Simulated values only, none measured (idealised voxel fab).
The process module presented herein is designated voxel self aligned contacts.
The cross-section on display is named cut; it measures 160 nm wide, and its cells are 5 nm squares.
When this document writes out a cross-section, it uses a grid of square cells and lists it as bands, beginning at the top and moving down, with a band standing for one or more rows of cells. Top, bottom (nm), then materials left to right with widths (nm); lone material tagged "everywhere" fills the whole band edge to edge; "empty" = empty space. All heights in this document are referenced to 0, defined as the level beneath which the wafer, as received, consists entirely of one material. The lowest band is not bounded below; it extends indefinitely downward and is written in the form "0..down". The notation "30..40" denotes a width that varies across the rows of cells in the band, beginning at the first number in the top row, finishing at the second number in the bottom row, and changing by an identical amount from each row to the next. Reading "everything unchanged" for a step: not a cell of the cross-section changed in it. The entry titled "Enclosed internal cavities" provides the empty spaces that have no open way to the top, restricted to those of 8 cells or more. Each is presented as width x height at distance, the distance being measured from the left edge, with all three in nm. On each step's line, the part that comes after the settings is the simulator's own comment on the step. "overlay nm" on a masked step: distance the mask lay right of its planned place, negative for left.

### Set out below are the planned steps of the process
- 1: RECEIVE (material Si)
- 2: OXIDIZE (depth nm 5)
- 3: DIRECTIONAL_DEP (material polySi; thk nm 30)
- 4: DIRECTIONAL_DEP (material SiN; thk nm 25)
- 5: DIRECTIONAL_DEP (material aC; thk nm 15)
- 6: PATTERN (tone cover; mask id GATE; material resist; width nm 25; pitch nm 65; thk nm 35; overlay nm 0)
- 7: DIRECTIONAL_ETCH (etch materials aC; depth nm 15)
- 8: STRIP (etch materials resist)
- 9: DIRECTIONAL_ETCH (etch materials SiN; depth nm 25)
- 10: DIRECTIONAL_ETCH (etch materials polySi; depth nm 30)
- 11: STRIP (etch materials aC)
- 12: CONFORMAL_DEP (material SiN; thk nm 10)
- 13: DIRECTIONAL_ETCH (etch materials SiN; depth nm 10)
- 14: FILL_DEP (material SiO2; thk nm 20)
- 15: CMP (height nm 65)
- 16: MASKED_ETCH (tone open; mask id CONTACT; width nm 50; etch materials SiO2; depth nm 70; overlay nm 0)
- 17: CONFORMAL_DEP (material TiN; thk nm 5)
- 18: FILL_DEP (material Ru; thk nm 5)
- 19: CMP (height nm 65)
- 20: CONFORMAL_DEP (material SiN; thk nm 5)

### First of the two wafers, run per plan

### Received-state cross-section, reflecting completion of step 1
- 0..down | Si everywhere
- Enclosed internal cavities: none

### Step 2 done - wafer cross-section
- 0..-5 | SiO2 everywhere
- Below -5, the layers are the same as they were.

### Step 3 done - wafer cross-section
- 30..0 | polySi everywhere
- Below 0, the layers are the same as they were.

### Step 4 done - wafer cross-section
- 55..30 | SiN everywhere
- Below 30, the layers are the same as they were.

### Step 5 done - wafer cross-section
- 70..55 | aC everywhere
- Below 55, the layers are the same as they were.

### Step 6 done - wafer cross-section
- 105..70 | empty 35 nm, then resist 25 nm, then empty 40 nm, then resist 25 nm, then empty 35 nm
- Below 70, the layers are the same as they were.

### Step 7 done - wafer cross-section
- 90..70 | empty 35 nm, then resist 25 nm, then empty 40 nm, then resist 25 nm, then empty 35 nm
- 70..55 | empty 35 nm, then aC 25 nm, then empty 40 nm, then aC 25 nm, then empty 35 nm
- Below 55, the layers are the same as they were.

### Step 8 done - wafer cross-section
- 70..55 | empty 35 nm, then aC 25 nm, then empty 40 nm, then aC 25 nm, then empty 35 nm
- Below 55, the layers are the same as they were.

### Step 9 done - wafer cross-section
- 70..55 | empty 35 nm, then aC 25 nm, then empty 40 nm, then aC 25 nm, then empty 35 nm
- 55..30 | empty 35 nm, then SiN 25 nm, then empty 40 nm, then SiN 25 nm, then empty 35 nm
- Below 30, the layers are the same as they were.

### Step 10 done - wafer cross-section
- 70..55 | empty 35 nm, then aC 25 nm, then empty 40 nm, then aC 25 nm, then empty 35 nm
- 55..30 | empty 35 nm, then SiN 25 nm, then empty 40 nm, then SiN 25 nm, then empty 35 nm
- 30..0 | empty 35 nm, then polySi 25 nm, then empty 40 nm, then polySi 25 nm, then empty 35 nm
- Below 0, the layers are the same as they were.

### Step 11 done - wafer cross-section
- 55..30 | empty 35 nm, then SiN 25 nm, then empty 40 nm, then SiN 25 nm, then empty 35 nm
- Below 30, the layers are the same as they were.

### Step 12 done - wafer cross-section
- 65..30 | empty 25 nm, then SiN 45 nm, then empty 20 nm, then SiN 45 nm, then empty 25 nm
- 30..10 | empty 25 nm, then SiN 10 nm, then polySi 25 nm, then SiN 10 nm, then empty 20 nm, then SiN 10 nm, then polySi 25 nm, then SiN 10 nm, then empty 25 nm
- 10..0 | SiN 35 nm, then polySi 25 nm, then SiN 40 nm, then polySi 25 nm, then SiN 35 nm
- Below 0, the layers are the same as they were.

### Step 13 done - wafer cross-section
- 55..30 | empty 25 nm, then SiN 45 nm, then empty 20 nm, then SiN 45 nm, then empty 25 nm
- 30..0 | empty 25 nm, then SiN 10 nm, then polySi 25 nm, then SiN 10 nm, then empty 20 nm, then SiN 10 nm, then polySi 25 nm, then SiN 10 nm, then empty 25 nm
- Below 0, the layers are the same as they were.

### Step 14 done - wafer cross-section
- 75..55 | SiO2 everywhere
- 55..30 | SiO2 25 nm, then SiN 45 nm, then SiO2 20 nm, then SiN 45 nm, then SiO2 25 nm
- 30..0 | SiO2 25 nm, then SiN 10 nm, then polySi 25 nm, then SiN 10 nm, then SiO2 20 nm, then SiN 10 nm, then polySi 25 nm, then SiN 10 nm, then SiO2 25 nm
- Below 0, the layers are the same as they were.

### Step 15 done - wafer cross-section
- 65..55 | SiO2 everywhere
- Below 55, the layers are the same as they were.

### Step 16 done - wafer cross-section
- 65..55 | SiO2 55 nm, then empty 50 nm, then SiO2 55 nm
- 55..30 | SiO2 25 nm, then SiN 45 nm, then empty 20 nm, then SiN 45 nm, then SiO2 25 nm
- 30..0 | SiO2 25 nm, then SiN 10 nm, then polySi 25 nm, then SiN 10 nm, then empty 20 nm, then SiN 10 nm, then polySi 25 nm, then SiN 10 nm, then SiO2 25 nm
- 0..-5 | SiO2 70 nm, then empty 20 nm, then SiO2 70 nm
- Below -5, the layers are the same as they were.

### Step 17 done - wafer cross-section
- 70..65 | TiN 60 nm, then empty 40 nm, then TiN 60 nm
- 65..55 | SiO2 55 nm, then TiN 5..20 nm, then empty 40..10 nm, then TiN 5..20 nm, then SiO2 55 nm
- 55..30 | SiO2 25 nm, then SiN 45 nm, then TiN 5 nm, then empty 10 nm, then TiN 5 nm, then SiN 45 nm, then SiO2 25 nm
- 30..0 | SiO2 25 nm, then SiN 10 nm, then polySi 25 nm, then SiN 10 nm, then TiN 5 nm, then empty 10 nm, then TiN 5 nm, then SiN 10 nm, then polySi 25 nm, then SiN 10 nm, then SiO2 25 nm
- 0..-5 | SiO2 70 nm, then TiN 20 nm, then SiO2 70 nm
- Below -5, the layers are the same as they were.

### Step 18 done - wafer cross-section
- 75..70 | Ru everywhere
- 70..65 | TiN 60 nm, then Ru 40 nm, then TiN 60 nm
- 65..55 | SiO2 55 nm, then TiN 5..20 nm, then Ru 40..10 nm, then TiN 5..20 nm, then SiO2 55 nm
- 55..30 | SiO2 25 nm, then SiN 45 nm, then TiN 5 nm, then Ru 10 nm, then TiN 5 nm, then SiN 45 nm, then SiO2 25 nm
- 30..0 | SiO2 25 nm, then SiN 10 nm, then polySi 25 nm, then SiN 10 nm, then TiN 5 nm, then Ru 10 nm, then TiN 5 nm, then SiN 10 nm, then polySi 25 nm, then SiN 10 nm, then SiO2 25 nm
- Below 0, the layers are the same as they were.

### Step 19 done - wafer cross-section
- 65..55 | SiO2 55 nm, then TiN 5..20 nm, then Ru 40..10 nm, then TiN 5..20 nm, then SiO2 55 nm
- Below 55, the layers are the same as they were.

### Step 20 done - wafer cross-section
- 70..65 | SiN everywhere
- Below 65, the layers are the same as they were.

### Wafer two of the pair: same origin, same plan, one error during the run; identical to wafer one up to and including step 15

### Planned end of step 16: second wafer, cross-section
- 65..55 | SiO2 60 nm, then empty 45 nm, then SiO2 55 nm
- 55..30 | SiO2 25 nm, then SiN 45 nm, then empty 20 nm, then SiN 45 nm, then SiO2 25 nm
- 30..0 | SiO2 25 nm, then SiN 10 nm, then polySi 25 nm, then SiN 10 nm, then empty 20 nm, then SiN 10 nm, then polySi 25 nm, then SiN 10 nm, then SiO2 25 nm
- 0..-5 | SiO2 70 nm, then empty 20 nm, then SiO2 70 nm
- Below -5, the layers are the same as they were.

### Planned end of step 17: second wafer, cross-section
- 70..65 | TiN 65 nm, then empty 35 nm, then TiN 60 nm
- 65..55 | SiO2 60 nm, then TiN 5..15 nm, then empty 35..10 nm, then TiN 5..20 nm, then SiO2 55 nm
- 55..30 | SiO2 25 nm, then SiN 45 nm, then TiN 5 nm, then empty 10 nm, then TiN 5 nm, then SiN 45 nm, then SiO2 25 nm
- 30..0 | SiO2 25 nm, then SiN 10 nm, then polySi 25 nm, then SiN 10 nm, then TiN 5 nm, then empty 10 nm, then TiN 5 nm, then SiN 10 nm, then polySi 25 nm, then SiN 10 nm, then SiO2 25 nm
- 0..-5 | SiO2 70 nm, then TiN 20 nm, then SiO2 70 nm
- Below -5, the layers are the same as they were.

### Planned end of step 18: second wafer, cross-section
- 75..70 | Ru everywhere
- 70..65 | TiN 65 nm, then Ru 35 nm, then TiN 60 nm
- 65..55 | SiO2 60 nm, then TiN 5..15 nm, then Ru 35..10 nm, then TiN 5..20 nm, then SiO2 55 nm
- 55..30 | SiO2 25 nm, then SiN 45 nm, then TiN 5 nm, then Ru 10 nm, then TiN 5 nm, then SiN 45 nm, then SiO2 25 nm
- 30..0 | SiO2 25 nm, then SiN 10 nm, then polySi 25 nm, then SiN 10 nm, then TiN 5 nm, then Ru 10 nm, then TiN 5 nm, then SiN 10 nm, then polySi 25 nm, then SiN 10 nm, then SiO2 25 nm
- Below 0, the layers are the same as they were.

### Planned end of step 19: second wafer, cross-section
- 65..55 | SiO2 60 nm, then TiN 5..15 nm, then Ru 35..10 nm, then TiN 5..20 nm, then SiO2 55 nm
- Below 55, the layers are the same as they were.

### Planned end of step 20: second wafer, cross-section
- 70..65 | SiN everywhere
- Below 65, the layers are the same as they were.
In executing the process, a mistake was made relative to the plan: not per plan at step 16, really ran MASKED_ETCH (tone open; mask id CONTACT; width nm 45; etch materials SiO2; depth nm 70; overlay nm 0)
Final difference in cells, second wafer against first, listed per material as more or fewer: Ru: 1 fewer, SiO2: 2 more, TiN: 1 fewer
